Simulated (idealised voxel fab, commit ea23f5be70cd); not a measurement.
Process module heading - voxel wiring stack
Cross-sectional view cut (width: 260 nm; square cell size: 5 nm).
This document writes a cross-section as a grid whose cells are square, and gives it as bands, listed from the top down; one or more rows of cells form a band. Heads up on the band format: heights come first, top then bottom, in nm. After that it's the materials left to right, each with its width in nm. A single material flagged "everywhere" fills the whole band edge to edge, and "empty" means there's empty space there. A quick word on heights: they are counted from 0, and under that level the wafer as it came to us is one material throughout. The lowest band is different from the rest in having no bottom; it simply continues downward, written as in "z 0 and below". So if you see something like "30 to 40" for the width, read it as the top row of the band sitting at the first number and the bottom row at the second, with every row in between moving by the same amount as the last. "no alterations made" for a step: no cell of the cross-section changed in that step. "Enclosed void catalog": empty spaces of 8 cells or more with no open way to the top, each given as width x height at distance, distance from the left edge, all in nm. Heads up: the bit after the settings on a step's line is the simulator's remark on that step. Among the settings permitted on a step's line is "overlay nm"; applied to a step with a mask, it specifies the extent to which the mask lay to the right of its planned position, whereas a negative figure signifies a position to the left. From here on the document is pairs. In a pair, the cross-section before one process step comes with the cross-section after it, and the latter goes no deeper than the lowest band that changed. What lies in between, the step and its settings, is written under the pair. A pair may be from a different run of this module on the same starting wafer than the pair above it, so it continues from that pair only where its entry headed "Incoming profile" says so.

## Incoming profile
- z 80 to 45: SiO2 everywhere
- z 45 to 40: SiCN everywhere
- z 40 to 20: SiO2 (40) / TiN (5) / Cu (20) / TiN (5) / SiO2 (25) / TiN (5) / Cu (20) / TiN (5) / SiO2 (25) / TiN (5) / Cu (20) / TiN (5) / SiO2 (25) / TiN (5) / Cu (20) / TiN (5) / SiO2 (25)
- z 20 to 15: SiO2 (40) / TiN (5) / Cu (10) / TiN (15) / SiO2 (25) / TiN (5) / Cu (10) / TiN (15) / SiO2 (25) / TiN (5) / Cu (10) / TiN (15) / SiO2 (25) / TiN (5) / Cu (10) / TiN (15) / SiO2 (25)
- z 15 to 10: SiCN (40) / TiN (20) / SiCN (35) / TiN (20) / SiCN (35) / TiN (20) / SiCN (35) / TiN (20) / SiCN (35)
- z 10 to 0: SiO2 everywhere
- z 0 and below: Si everywhere
- Enclosed void catalog: none

## Post-Process View
- z 95 to 80: resist (30) / empty (15) / resist (40) / empty (15) / resist (40) / empty (15) / resist (40) / empty (15) / resist (50)
- below 80: unchanged
- Enclosed void catalog: none
The before and after cross-sections above are linked by PATTERN | tone open | mask id METAL_2_HOLES | material resist | width nm 15 | pitch nm 55 | thk nm 15 | overlay nm 0

Incoming profile: the after view from the pair directly above serves as the before view here.

## Post-Process View
- z 95 to 80: resist (30) / empty (15) / resist (40) / empty (15) / resist (40) / empty (15) / resist (40) / empty (15) / resist (50)
- z 80 to 45: SiO2 (30) / empty (15) / SiO2 (40) / empty (15) / SiO2 (40) / empty (15) / SiO2 (40) / empty (15) / SiO2 (50)
- below 45: unchanged
- Enclosed void catalog: none
The before and after cross-sections above are linked by DIRECTIONAL_ETCH | etch materials SiO2 | depth nm 35

Incoming profile: the after view from the pair directly above serves as the before view here.

## Post-Process View
- z 80 to 45: SiO2 (30) / empty (15) / SiO2 (40) / empty (15) / SiO2 (40) / empty (15) / SiO2 (40) / empty (15) / SiO2 (50)
- below 45: unchanged
- Enclosed void catalog: none
The before and after cross-sections above are linked by STRIP | etch materials resist

Incoming profile: the after view from the pair directly above serves as the before view here.

## Post-Process View
- z 100 to 80: resist (30) / empty (30) / resist (25) / empty (30) / resist (25) / empty (30) / resist (25) / empty (30) / resist (35)
- below 80: unchanged
- Enclosed void catalog: none
The before and after cross-sections above are linked by PATTERN | tone open | mask id METAL_2 | material resist | width nm 30 | pitch nm 55 | thk nm 20 | overlay nm 0

Incoming profile: the after view from the pair directly above serves as the before view here.

## Post-Process View
- z 100 to 80: resist (30) / empty (30) / resist (25) / empty (30) / resist (25) / empty (30) / resist (25) / empty (30) / resist (35)
- z 80 to 60: SiO2 (30) / empty (30) / SiO2 (25) / empty (30) / SiO2 (25) / empty (30) / SiO2 (25) / empty (30) / SiO2 (35)
- below 60: unchanged
- Enclosed void catalog: none
The before and after cross-sections above are linked by DIRECTIONAL_ETCH | etch materials SiO2 | depth nm 20

Incoming profile: the after view from the pair directly above serves as the before view here.

## Post-Process View
- z 100 to 80: resist (30) / empty (30) / resist (25) / empty (30) / resist (25) / empty (30) / resist (25) / empty (30) / resist (35)
- z 80 to 60: SiO2 (30) / empty (30) / SiO2 (25) / empty (30) / SiO2 (25) / empty (30) / SiO2 (25) / empty (30) / SiO2 (35)
- z 60 to 45: SiO2 (30) / empty (15) / SiO2 (40) / empty (15) / SiO2 (40) / empty (15) / SiO2 (40) / empty (15) / SiO2 (50)
- z 45 to 40: SiCN (30) / empty (15) / SiCN (40) / empty (15) / SiCN (40) / empty (15) / SiCN (40) / empty (15) / SiCN (50)
- below 40: unchanged
- Enclosed void catalog: none
The before and after cross-sections above are linked by DIRECTIONAL_ETCH | etch materials SiCN | depth nm 5

Incoming profile: the after view from the pair directly above serves as the before view here.

## Post-Process View
- z 80 to 60: SiO2 (30) / empty (30) / SiO2 (25) / empty (30) / SiO2 (25) / empty (30) / SiO2 (25) / empty (30) / SiO2 (35)
- below 60: unchanged
- Enclosed void catalog: none
The before and after cross-sections above are linked by STRIP | etch materials resist

Incoming profile: the after view from the pair directly above serves as the before view here.

## Post-Process View
- z 85 to 80: TiN (35) / empty (20) / TiN (35) / empty (20) / TiN (35) / empty (20) / TiN (35) / empty (20) / TiN (40)
- z 80 to 65: SiO2 (30) / TiN (5) / empty (20) / TiN (5) / SiO2 (25) / TiN (5) / empty (20) / TiN (5) / SiO2 (25) / TiN (5) / empty (20) / TiN (5) / SiO2 (25) / TiN (5) / empty (20) / TiN (5) / SiO2 (35)
- z 65 to 60: SiO2 (30) / TiN (5) / empty (5) / TiN (20) / SiO2 (25) / TiN (5) / empty (5) / TiN (20) / SiO2 (25) / TiN (5) / empty (5) / TiN (20) / SiO2 (25) / TiN (5) / empty (5) / TiN (20) / SiO2 (35)
- z 60 to 45: SiO2 (30) / TiN (5) / empty (5) / TiN (5) / SiO2 (40) / TiN (5) / empty (5) / TiN (5) / SiO2 (40) / TiN (5) / empty (5) / TiN (5) / SiO2 (40) / TiN (5) / empty (5) / TiN (5) / SiO2 (50)
- z 45 to 40: SiCN (30) / TiN (15) / SiCN (40) / TiN (15) / SiCN (40) / TiN (15) / SiCN (40) / TiN (15) / SiCN (50)
- below 40: unchanged
- Enclosed void catalog: none
The before and after cross-sections above are linked by CONFORMAL_DEP | material TiN | thk nm 5

Incoming profile: the after view from the pair directly above serves as the before view here.

## Post-Process View
- z 90 to 85: Ru everywhere
- z 85 to 80: TiN (35) / Ru (20) / TiN (35) / Ru (20) / TiN (35) / Ru (20) / TiN (35) / Ru (20) / TiN (40)
- z 80 to 65: SiO2 (30) / TiN (5) / Ru (20) / TiN (5) / SiO2 (25) / TiN (5) / Ru (20) / TiN (5) / SiO2 (25) / TiN (5) / Ru (20) / TiN (5) / SiO2 (25) / TiN (5) / Ru (20) / TiN (5) / SiO2 (35)
- z 65 to 60: SiO2 (30) / TiN (5) / Ru (5) / TiN (20) / SiO2 (25) / TiN (5) / Ru (5) / TiN (20) / SiO2 (25) / TiN (5) / Ru (5) / TiN (20) / SiO2 (25) / TiN (5) / Ru (5) / TiN (20) / SiO2 (35)
- z 60 to 45: SiO2 (30) / TiN (5) / Ru (5) / TiN (5) / SiO2 (40) / TiN (5) / Ru (5) / TiN (5) / SiO2 (40) / TiN (5) / Ru (5) / TiN (5) / SiO2 (40) / TiN (5) / Ru (5) / TiN (5) / SiO2 (50)
- below 45: unchanged
- Enclosed void catalog: none
The before and after cross-sections above are linked by FILL_DEP | material Ru | thk nm 5

Incoming profile: the after view from the pair directly above serves as the before view here.

## Post-Process View
- z 80 to 65: SiO2 (30) / TiN (5) / Ru (20) / TiN (5) / SiO2 (25) / TiN (5) / Ru (20) / TiN (5) / SiO2 (25) / TiN (5) / Ru (20) / TiN (5) / SiO2 (25) / TiN (5) / Ru (20) / TiN (5) / SiO2 (35)
- below 65: unchanged
- Enclosed void catalog: none
The before and after cross-sections above are linked by CMP | height nm 80

Incoming profile: the after view from the pair directly above serves as the before view here.

## Post-Process View
- z 85 to 80: SiCN everywhere
- below 80: unchanged
- Enclosed void catalog: none
The before and after cross-sections above are linked by CONFORMAL_DEP | material SiCN | thk nm 5

Incoming profile: the after view from the pair directly above serves as the before view here.

## Post-Process View
- z 110 to 85: SiO2 everywhere
- below 85: unchanged
- Enclosed void catalog: none
The before and after cross-sections above are linked by DIRECTIONAL_DEP | material SiO2 | thk nm 25

Incoming profile: the after view from the pair directly above serves as the before view here.

## Post-Process View
- z 125 to 110: resist (30) / empty (30) / resist (25) / empty (30) / resist (25) / empty (30) / resist (25) / empty (30) / resist (35)
- below 110: unchanged
- Enclosed void catalog: none
The before and after cross-sections above are linked by PATTERN | tone open | mask id METAL_3 | material resist | width nm 30 | pitch nm 55 | thk nm 15 | overlay nm 0

Incoming profile: the after view from the pair directly above serves as the before view here.

## Post-Process View
- z 125 to 110: resist (30) / empty (30) / resist (25) / empty (30) / resist (25) / empty (30) / resist (25) / empty (30) / resist (35)
- z 110 to 95: SiO2 (30) / empty (30) / SiO2 (25) / empty (30) / SiO2 (25) / empty (30) / SiO2 (25) / empty (30) / SiO2 (35)
- below 95: unchanged
- Enclosed void catalog: none
The before and after cross-sections above are linked by DIRECTIONAL_ETCH | etch materials SiO2 | depth nm 15

Incoming profile: the after view from the pair directly above serves as the before view here.

## Post-Process View
- z 110 to 95: SiO2 (30) / empty (30) / SiO2 (25) / empty (30) / SiO2 (25) / empty (30) / SiO2 (25) / empty (30) / SiO2 (35)
- below 95: unchanged
- Enclosed void catalog: none
The before and after cross-sections above are linked by STRIP | etch materials resist

Incoming profile: the after view from the pair directly above serves as the before view here.

## Post-Process View
- z 130 to 110: resist (30) / empty (15) / resist (40) / empty (15) / resist (40) / empty (15) / resist (40) / empty (15) / resist (50)
- z 110 to 95: SiO2 (30) / empty (15) / resist (15) / SiO2 (25) / empty (15) / resist (15) / SiO2 (25) / empty (15) / resist (15) / SiO2 (25) / empty (15) / resist (15) / SiO2 (35)
- below 95: unchanged
- Enclosed void catalog: none
The before and after cross-sections above are linked by PATTERN | tone open | mask id METAL_3_HOLES | material resist | width nm 15 | pitch nm 55 | thk nm 20 | overlay nm 0

Incoming profile: the after view from the pair directly above serves as the before view here.

## Post-Process View
- z 130 to 110: resist (30) / empty (15) / resist (40) / empty (15) / resist (40) / empty (15) / resist (40) / empty (15) / resist (50)
- z 110 to 95: SiO2 (30) / empty (15) / resist (15) / SiO2 (25) / empty (15) / resist (15) / SiO2 (25) / empty (15) / resist (15) / SiO2 (25) / empty (15) / resist (15) / SiO2 (35)
- z 95 to 85: SiO2 (30) / empty (15) / SiO2 (40) / empty (15) / SiO2 (40) / empty (15) / SiO2 (40) / empty (15) / SiO2 (50)
- below 85: unchanged
- Enclosed void catalog: none
The before and after cross-sections above are linked by DIRECTIONAL_ETCH | etch materials SiO2 | depth nm 10

Incoming profile: the after view from the pair directly above serves as the before view here.

## Post-Process View
- z 130 to 110: resist (30) / empty (15) / resist (40) / empty (15) / resist (40) / empty (15) / resist (40) / empty (15) / resist (50)
- z 110 to 95: SiO2 (30) / empty (15) / resist (15) / SiO2 (25) / empty (15) / resist (15) / SiO2 (25) / empty (15) / resist (15) / SiO2 (25) / empty (15) / resist (15) / SiO2 (35)
- z 95 to 85: SiO2 (30) / empty (15) / SiO2 (40) / empty (15) / SiO2 (40) / empty (15) / SiO2 (40) / empty (15) / SiO2 (50)
- z 85 to 80: SiCN (30) / empty (15) / SiCN (40) / empty (15) / SiCN (40) / empty (15) / SiCN (40) / empty (15) / SiCN (50)
- below 80: unchanged
- Enclosed void catalog: none
The before and after cross-sections above are linked by DIRECTIONAL_ETCH | etch materials SiCN | depth nm 5

Incoming profile: the after view from the pair directly above serves as the before view here.

## Post-Process View
- z 110 to 95: SiO2 (30) / empty (30) / SiO2 (25) / empty (30) / SiO2 (25) / empty (30) / SiO2 (25) / empty (30) / SiO2 (35)
- below 95: unchanged
- Enclosed void catalog: none
The before and after cross-sections above are linked by STRIP | etch materials resist

Incoming profile: the after view from the pair directly above serves as the before view here.

## Post-Process View
- z 115 to 110: TiN (35) / empty (20) / TiN (35) / empty (20) / TiN (35) / empty (20) / TiN (35) / empty (20) / TiN (40)
- z 110 to 100: SiO2 (30) / TiN (5) / empty (20) / TiN (5) / SiO2 (25) / TiN (5) / empty (20) / TiN (5) / SiO2 (25) / TiN (5) / empty (20) / TiN (5) / SiO2 (25) / TiN (5) / empty (20) / TiN (5) / SiO2 (35)
- z 100 to 95: SiO2 (30) / TiN (5) / empty (5) / TiN (20) / SiO2 (25) / TiN (5) / empty (5) / TiN (20) / SiO2 (25) / TiN (5) / empty (5) / TiN (20) / SiO2 (25) / TiN (5) / empty (5) / TiN (20) / SiO2 (35)
- z 95 to 85: SiO2 (30) / TiN (5) / empty (5) / TiN (5) / SiO2 (40) / TiN (5) / empty (5) / TiN (5) / SiO2 (40) / TiN (5) / empty (5) / TiN (5) / SiO2 (40) / TiN (5) / empty (5) / TiN (5) / SiO2 (50)
- z 85 to 80: SiCN (30) / TiN (15) / SiCN (40) / TiN (15) / SiCN (40) / TiN (15) / SiCN (40) / TiN (15) / SiCN (50)
- below 80: unchanged
- Enclosed void catalog: none
The before and after cross-sections above are linked by CONFORMAL_DEP | material TiN | thk nm 5

Incoming profile: the after view from the pair directly above serves as the before view here.

## Post-Process View
- z 120 to 115: Ru everywhere
- z 115 to 110: TiN (35) / Ru (20) / TiN (35) / Ru (20) / TiN (35) / Ru (20) / TiN (35) / Ru (20) / TiN (40)
- z 110 to 100: SiO2 (30) / TiN (5) / Ru (20) / TiN (5) / SiO2 (25) / TiN (5) / Ru (20) / TiN (5) / SiO2 (25) / TiN (5) / Ru (20) / TiN (5) / SiO2 (25) / TiN (5) / Ru (20) / TiN (5) / SiO2 (35)
- z 100 to 95: SiO2 (30) / TiN (5) / Ru (5) / TiN (20) / SiO2 (25) / TiN (5) / Ru (5) / TiN (20) / SiO2 (25) / TiN (5) / Ru (5) / TiN (20) / SiO2 (25) / TiN (5) / Ru (5) / TiN (20) / SiO2 (35)
- z 95 to 85: SiO2 (30) / TiN (5) / Ru (5) / TiN (5) / SiO2 (40) / TiN (5) / Ru (5) / TiN (5) / SiO2 (40) / TiN (5) / Ru (5) / TiN (5) / SiO2 (40) / TiN (5) / Ru (5) / TiN (5) / SiO2 (50)
- below 85: unchanged
- Enclosed void catalog: none
The before and after cross-sections above are linked by FILL_DEP | material Ru | thk nm 5

Incoming profile: the after view from the pair directly above serves as the before view here.

## Post-Process View
- z 110 to 100: SiO2 (30) / TiN (5) / Ru (20) / TiN (5) / SiO2 (25) / TiN (5) / Ru (20) / TiN (5) / SiO2 (25) / TiN (5) / Ru (20) / TiN (5) / SiO2 (25) / TiN (5) / Ru (20) / TiN (5) / SiO2 (35)
- below 100: unchanged
- Enclosed void catalog: none
The before and after cross-sections above are linked by CMP | height nm 110

Incoming profile: the after view from the pair directly above serves as the before view here.

## Post-Process View
- z 115 to 110: SiCN everywhere
- below 110: unchanged
- Enclosed void catalog: none
The before and after cross-sections above are linked by CONFORMAL_DEP | material SiCN | thk nm 5

## Incoming profile
- z 110 to 100: SiO2 (30) / TiN (5) / Ru (20) / TiN (5) / SiO2 (25) / TiN (5) / Ru (20) / TiN (5) / SiO2 (25) / TiN (5) / Ru (20) / TiN (5) / SiO2 (25) / TiN (5) / Ru (20) / TiN (5) / SiO2 (35)
- z 100 to 95: SiO2 (30) / TiN (5) / Ru (5) / TiN (20) / SiO2 (25) / TiN (5) / Ru (5) / TiN (20) / SiO2 (25) / TiN (5) / Ru (5) / TiN (20) / SiO2 (25) / TiN (5) / Ru (5) / TiN (20) / SiO2 (35)
- z 95 to 85: SiO2 (30) / TiN (5) / Ru (5) / TiN (5) / SiO2 (40) / TiN (5) / Ru (5) / TiN (5) / SiO2 (40) / TiN (5) / Ru (5) / TiN (5) / SiO2 (40) / TiN (5) / Ru (5) / TiN (5) / SiO2 (50)
- z 85 to 80: SiCN (30) / TiN (15) / SiCN (40) / TiN (15) / SiCN (40) / TiN (15) / SiCN (40) / TiN (15) / SiCN (50)
- z 80 to 65: SiO2 (30) / TiN (5) / Ru (20) / TiN (5) / SiO2 (25) / TiN (5) / Ru (20) / TiN (5) / SiO2 (25) / TiN (5) / Ru (20) / TiN (5) / SiO2 (25) / TiN (5) / Ru (20) / TiN (5) / SiO2 (35)
- z 65 to 60: SiO2 (30) / TiN (5) / Ru (5) / TiN (20) / SiO2 (25) / TiN (5) / Ru (5) / TiN (20) / SiO2 (25) / TiN (5) / Ru (5) / TiN (20) / SiO2 (25) / TiN (5) / Ru (5) / TiN (20) / SiO2 (35)
- z 60 to 45: SiO2 (30) / TiN (5) / Ru (5) / TiN (5) / SiO2 (40) / TiN (5) / Ru (5) / TiN (5) / SiO2 (40) / TiN (5) / Ru (5) / TiN (5) / SiO2 (40) / TiN (5) / Ru (5) / TiN (5) / SiO2 (50)
- z 45 to 40: SiCN (30) / TiN (15) / SiCN (40) / TiN (15) / SiCN (40) / TiN (15) / SiCN (40) / TiN (15) / SiCN (50)
- z 40 to 15: SiO2 (30) / TiN (5) / Cu (20) / TiN (5) / SiO2 (25) / TiN (5) / Cu (20) / TiN (5) / SiO2 (25) / TiN (5) / Cu (20) / TiN (5) / SiO2 (25) / TiN (5) / Cu (20) / TiN (5) / SiO2 (35)
- z 15 to 10: SiCN (30) / TiN (30) / SiCN (25) / TiN (30) / SiCN (25) / TiN (30) / SiCN (25) / TiN (30) / SiCN (35)
- z 10 to 0: SiO2 everywhere
- z 0 and below: Si everywhere
- Enclosed void catalog: none

## Post-Process View
- z 115 to 110: TiN everywhere
- below 110: unchanged
- Enclosed void catalog: none
The before and after cross-sections above are linked by CONFORMAL_DEP | material TiN | thk nm 5

## Incoming profile
- z 110 to 95: SiO2 (30) / empty (30) / SiO2 (25) / empty (30) / SiO2 (25) / empty (30) / SiO2 (25) / empty (30) / SiO2 (35)
- z 95 to 85: SiO2 everywhere
- z 85 to 80: SiCN everywhere
- z 80 to 65: SiO2 (30) / TiN (5) / Ru (20) / TiN (5) / SiO2 (25) / TiN (5) / Ru (20) / TiN (5) / SiO2 (25) / TiN (5) / Ru (20) / TiN (5) / SiO2 (25) / TiN (5) / Ru (20) / TiN (5) / SiO2 (35)
- z 65 to 60: SiO2 (30) / TiN (5) / Ru (5) / TiN (20) / SiO2 (25) / TiN (5) / Ru (5) / TiN (20) / SiO2 (25) / TiN (5) / Ru (5) / TiN (20) / SiO2 (25) / TiN (5) / Ru (5) / TiN (20) / SiO2 (35)
- z 60 to 45: SiO2 (30) / TiN (5) / Ru (5) / TiN (5) / SiO2 (40) / TiN (5) / Ru (5) / TiN (5) / SiO2 (40) / TiN (5) / Ru (5) / TiN (5) / SiO2 (40) / TiN (5) / Ru (5) / TiN (5) / SiO2 (50)
- z 45 to 40: SiCN (30) / TiN (15) / SiCN (40) / TiN (15) / SiCN (40) / TiN (15) / SiCN (40) / TiN (15) / SiCN (50)
- z 40 to 15: SiO2 (30) / TiN (5) / Cu (20) / TiN (5) / SiO2 (25) / TiN (5) / Cu (20) / TiN (5) / SiO2 (25) / TiN (5) / Cu (20) / TiN (5) / SiO2 (25) / TiN (5) / Cu (20) / TiN (5) / SiO2 (35)
- z 15 to 10: SiCN (30) / TiN (30) / SiCN (25) / TiN (30) / SiCN (25) / TiN (30) / SiCN (25) / TiN (30) / SiCN (35)
- z 10 to 0: SiO2 everywhere
- z 0 and below: Si everywhere
- Enclosed void catalog: none

## Post-Process View
- z 130 to 110: empty (30) / resist (15) / empty (40) / resist (15) / empty (40) / resist (15) / empty (40) / resist (15) / empty (50)
- z 110 to 95: SiO2 (30) / resist (15) / empty (15) / SiO2 (25) / resist (15) / empty (15) / SiO2 (25) / resist (15) / empty (15) / SiO2 (25) / resist (15) / empty (15) / SiO2 (35)
- below 95: unchanged
- Enclosed void catalog: none
The before and after cross-sections above are linked by PATTERN | tone cover | mask id METAL_3_HOLES | material resist | width nm 15 | pitch nm 55 | thk nm 20 | overlay nm 0

Incoming profile: the after view from the pair directly above serves as the before view here.

## Post-Process View
- z 130 to 100: empty (30) / resist (15) / empty (40) / resist (15) / empty (40) / resist (15) / empty (40) / resist (15) / empty (50)
- z 100 to 95: SiO2 (30) / resist (15) / empty (15) / SiO2 (25) / resist (15) / empty (15) / SiO2 (25) / resist (15) / empty (15) / SiO2 (25) / resist (15) / empty (15) / SiO2 (35)
- z 95 to 85: SiO2 (45) / empty (15) / SiO2 (40) / empty (15) / SiO2 (40) / empty (15) / SiO2 (40) / empty (15) / SiO2 (35)
- below 85: unchanged
- Enclosed void catalog: none
The before and after cross-sections above are linked by DIRECTIONAL_ETCH | etch materials SiO2 | depth nm 10

Incoming profile: the after view from the pair directly above serves as the before view here.

## Post-Process View
- z 130 to 100: empty (30) / resist (15) / empty (40) / resist (15) / empty (40) / resist (15) / empty (40) / resist (15) / empty (50)
- z 100 to 95: SiO2 (30) / resist (15) / empty (15) / SiO2 (25) / resist (15) / empty (15) / SiO2 (25) / resist (15) / empty (15) / SiO2 (25) / resist (15) / empty (15) / SiO2 (35)
- z 95 to 85: SiO2 (45) / empty (15) / SiO2 (40) / empty (15) / SiO2 (40) / empty (15) / SiO2 (40) / empty (15) / SiO2 (35)
- z 85 to 80: SiCN (45) / empty (15) / SiCN (40) / empty (15) / SiCN (40) / empty (15) / SiCN (40) / empty (15) / SiCN (35)
- below 80: unchanged
- Enclosed void catalog: none
The before and after cross-sections above are linked by DIRECTIONAL_ETCH | etch materials SiCN | depth nm 5

Incoming profile: the after view from the pair directly above serves as the before view here.

## Post-Process View
- z 100 to 95: SiO2 (30) / empty (30) / SiO2 (25) / empty (30) / SiO2 (25) / empty (30) / SiO2 (25) / empty (30) / SiO2 (35)
- below 95: unchanged
- Enclosed void catalog: none
The before and after cross-sections above are linked by STRIP | etch materials resist

Incoming profile: the after view from the pair directly above serves as the before view here.

## Post-Process View
- z 105 to 100: TiN (35) / empty (20) / TiN (35) / empty (20) / TiN (35) / empty (20) / TiN (35) / empty (20) / TiN (40)
- z 100 to 95: SiO2 (30) / TiN (20) / empty (5) / TiN (5) / SiO2 (25) / TiN (20) / empty (5) / TiN (5) / SiO2 (25) / TiN (20) / empty (5) / TiN (5) / SiO2 (25) / TiN (20) / empty (5) / TiN (5) / SiO2 (35)
- z 95 to 85: SiO2 (45) / TiN (5) / empty (5) / TiN (5) / SiO2 (40) / TiN (5) / empty (5) / TiN (5) / SiO2 (40) / TiN (5) / empty (5) / TiN (5) / SiO2 (40) / TiN (5) / empty (5) / TiN (5) / SiO2 (35)
- z 85 to 80: SiCN (45) / TiN (15) / SiCN (40) / TiN (15) / SiCN (40) / TiN (15) / SiCN (40) / TiN (15) / SiCN (35)
- below 80: unchanged
- Enclosed void catalog: none
The before and after cross-sections above are linked by CONFORMAL_DEP | material TiN | thk nm 5

Incoming profile: the after view from the pair directly above serves as the before view here.

## Post-Process View
- z 110 to 105: Ru everywhere
- z 105 to 100: TiN (35) / Ru (20) / TiN (35) / Ru (20) / TiN (35) / Ru (20) / TiN (35) / Ru (20) / TiN (40)
- z 100 to 95: SiO2 (30) / TiN (20) / Ru (5) / TiN (5) / SiO2 (25) / TiN (20) / Ru (5) / TiN (5) / SiO2 (25) / TiN (20) / Ru (5) / TiN (5) / SiO2 (25) / TiN (20) / Ru (5) / TiN (5) / SiO2 (35)
- z 95 to 85: SiO2 (45) / TiN (5) / Ru (5) / TiN (5) / SiO2 (40) / TiN (5) / Ru (5) / TiN (5) / SiO2 (40) / TiN (5) / Ru (5) / TiN (5) / SiO2 (40) / TiN (5) / Ru (5) / TiN (5) / SiO2 (35)
- below 85: unchanged
- Enclosed void catalog: none
The before and after cross-sections above are linked by FILL_DEP | material Ru | thk nm 5

Incoming profile: the after view from the pair directly above serves as the before view here.

## Post-Process View
- z 115 to 110: SiCN everywhere
- below 110: unchanged
- Enclosed void catalog: none
The before and after cross-sections above are linked by CONFORMAL_DEP | material SiCN | thk nm 5
